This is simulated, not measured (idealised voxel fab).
This is a process module. Its name is voxel gate over fins.
cross-section cut | 145 nm wide | cells 5 nm
Reading order for cross-sections: top band down to bottom band. Underlying form: a grid of square cells. Band size: one or more rows of cells.
Within each band entry, the heights of the top and of the bottom of the band appear first, in that order and in nm; the materials of the band then follow from left to right, each with its corresponding width in nm. The designation "throughout" on a single material indicates that it fills the band from edge to edge; the designation "air" indicates empty space.
We count height from 0. Below that, the starting wafer is all one material. The lowest band never ends at the bottom but goes on down; see "0 -> down" for how that is written.
A two-number width, for instance "30->40", indicates that the width is equal to the first number in the top row of the band and to the second number in the bottom row, and that it changes by a constant amount per row of cells.
No cell of the cross-section changed in a step that is given as "no modifications".
Entry "Unvented cavities" = empty spaces >= 8 cells with no open way to the top; each as width x height at distance, distance from left edge, all nm.
That trailing text on a step's line, after the settings, is the simulator's own remark on the step.
The optional step-line setting "overlay nm" applies to steps with a mask and quantifies how far to the right of its planned location the mask lay, a negative value indicating leftward placement.
Planned process steps
1) RECEIVE, material Si
2) CONFORMAL_DEP, material SiN, thk nm 10
3) DIRECTIONAL_DEP, material aC, thk nm 10
4) PATTERN, tone cover, mask id FINS, material resist, width nm 15, pitch nm 35, thk nm 30, overlay nm -15
5) DIRECTIONAL_ETCH, etch materials aC, depth nm 10
6) STRIP, etch materials resist
7) DIRECTIONAL_ETCH, etch materials SiN, depth nm 10
8) DIRECTIONAL_ETCH, etch materials Si, depth nm 40
9) STRIP, etch materials aC
10) OXIDIZE, depth nm 5
11) FILL_DEP, material SiO2, thk nm 5
12) CMP, height nm 10
13) SELECTIVE_ETCH, etch materials SiO2, depth nm 25
14) STRIP, etch materials SiN
15) CONFORMAL_DEP, material HfO2, thk nm 5
16) CONFORMAL_DEP, material TiN, thk nm 5
17) CONFORMAL_DEP, material TiAl, thk nm 5
18) CONFORMAL_DEP, material TiN, thk nm 5
19) FILL_DEP, material W, thk nm 15
20) CMP, height nm 30
21) CONFORMAL_DEP, material SiCN, thk nm 5
Quick note for whoever runs this: the wafers start identical, but the overlay nm at step 4 isn't the same across them. The plan just shows what the first wafer had.
This is how the first of several wafers looked in cross-section when it arrived, which is after step 1
  0 -> down = Si throughout
  Unvented cavities: none
Heads up, this table goes wafer by wafer. A row tells you, at the end of the module, how many cells of each material that wafer has put on (+) or dropped (-) since it was received, and then its closed voids
overlay nm -15, +41 HfO2, -243 Si, +29 SiCN, +162 SiO2, +41 TiAl, +76 TiN, +97 W, Unvented cavities: none
overlay nm -10, +41 HfO2, -243 Si, +29 SiCN, +162 SiO2, +41 TiAl, +76 TiN, +97 W, Unvented cavities: none
overlay nm -5, +41 HfO2, -243 Si, +29 SiCN, +162 SiO2, +41 TiAl, +76 TiN, +97 W, Unvented cavities: none
overlay nm 0, +41 HfO2, -243 Si, +29 SiCN, +162 SiO2, +41 TiAl, +76 TiN, +97 W, Unvented cavities: none
overlay nm 5, +41 HfO2, -243 Si, +29 SiCN, +162 SiO2, +41 TiAl, +76 TiN, +97 W, Unvented cavities: none
overlay nm 10, +41 HfO2, -243 Si, +29 SiCN, +162 SiO2, +41 TiAl, +76 TiN, +97 W, Unvented cavities: none
overlay nm 15, +41 HfO2, -243 Si, +29 SiCN, +162 SiO2, +41 TiAl, +76 TiN, +97 W, Unvented cavities: none
